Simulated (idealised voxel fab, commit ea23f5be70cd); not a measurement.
process module | voxel released beams
cross-section cut | 185 nm wide | cells 5 nm
A cross-section is a grid of square cells, given in bands from the top down. A band is one or more rows of cells.
Each band's line starts with the height of the band's top and of its bottom, in nm. Then come its materials from left to right, each with its width in nm. One material with "throughout" fills the band from edge to edge. "air" is empty space.
Height 0 is the level under which the wafer as received is all one material. The lowest band goes on downwards, as in "0 down".
A width such as "30 to 40" changes by the same amount from each row of cells to the next, from the band's top row to its bottom row.
"no change" after a step means that no cell of the cross-section changed.
closed voids: empty space of 8 cells or more with no open way to the top, each as width x height at its distance from the left edge, in nm
after a step's settings: what the simulator itself notes on the step
overlay nm, on a step with a mask: how far to the right of its planned place the mask lay; to the left if negative
plan
1 op RECEIVE | material Si
2 op CONFORMAL_DEP | material Al2O3 | thk nm 10
3 op DIRECTIONAL_DEP | material SiO2 | thk nm 20
4 op DIRECTIONAL_DEP | material aC | thk nm 10
5 op PATTERN | tone open | mask id ANCHOR | material resist | width nm 45 | thk nm 30 | overlay nm 0
6 op DIRECTIONAL_ETCH | etch materials aC | depth nm 10
7 op STRIP | etch materials resist
8 op DIRECTIONAL_ETCH | etch materials SiO2 | depth nm 20
9 op STRIP | etch materials aC
10 op CONFORMAL_DEP | material polySi | thk nm 15
11 op MASKED_ETCH | tone cover | mask id BEAM | width nm 110 | etch materials polySi | depth nm 15 | overlay nm 0
12 op STRIP | etch materials SiO2
first wafer, as planned
as received, after step 1
  0 down: Si throughout
  closed voids: none
after step 2
  10 to 0: Al2O3 throughout
  below 0: unchanged
after step 3
  30 to 10: SiO2 throughout
  below 10: unchanged
after step 4
  40 to 30: aC throughout
  below 30: unchanged
after step 5
  70 to 40: resist 40 | air 45 | resist 100
  below 40: unchanged
after step 6
  60 to 40: resist 40 | air 45 | resist 100
  40 to 30: aC 40 | air 45 | aC 100
  below 30: unchanged
after step 7
  40 to 30: aC 40 | air 45 | aC 100
  below 30: unchanged
after step 8
  40 to 30: aC 40 | air 45 | aC 100
  30 to 10: SiO2 40 | air 45 | SiO2 100
  below 10: unchanged
after step 9
  30 to 10: SiO2 40 | air 45 | SiO2 100
  below 10: unchanged
after step 10
  45 to 30: polySi 55 | air 15 | polySi 115
  30 to 25: SiO2 40 | polySi 15 | air 15 | polySi 15 | SiO2 100
  25 to 10: SiO2 40 | polySi 45 | SiO2 100
  below 10: unchanged
after step 11
  45 to 30: air 35 | polySi 20 | air 15 | polySi 75 | air 40
  below 30: unchanged
after step 12
  45 to 30: air 35 | polySi 20 | air 15 | polySi 75 | air 40
  30 to 25: air 40 | polySi 15 | air 15 | polySi 15 | air 100
  25 to 10: air 40 | polySi 45 | air 100
  below 10: unchanged
second wafer: like start, like plan, one mistake. Through step 10 it matches the first wafer
when step 11 should have ended
  45 to 40: air 35 | polySi 20 | air 15 | polySi 75 | air 40
  below 40: unchanged
when step 12 should have ended: no change
what went wrong: step 11 ran as: op MASKED_ETCH | tone cover | mask id BEAM | width nm 110 | etch materials polySi | depth nm 5 | overlay nm 0
at the end the second wafer has, in cells: 112 more of SiO2 | 30 more of polySi
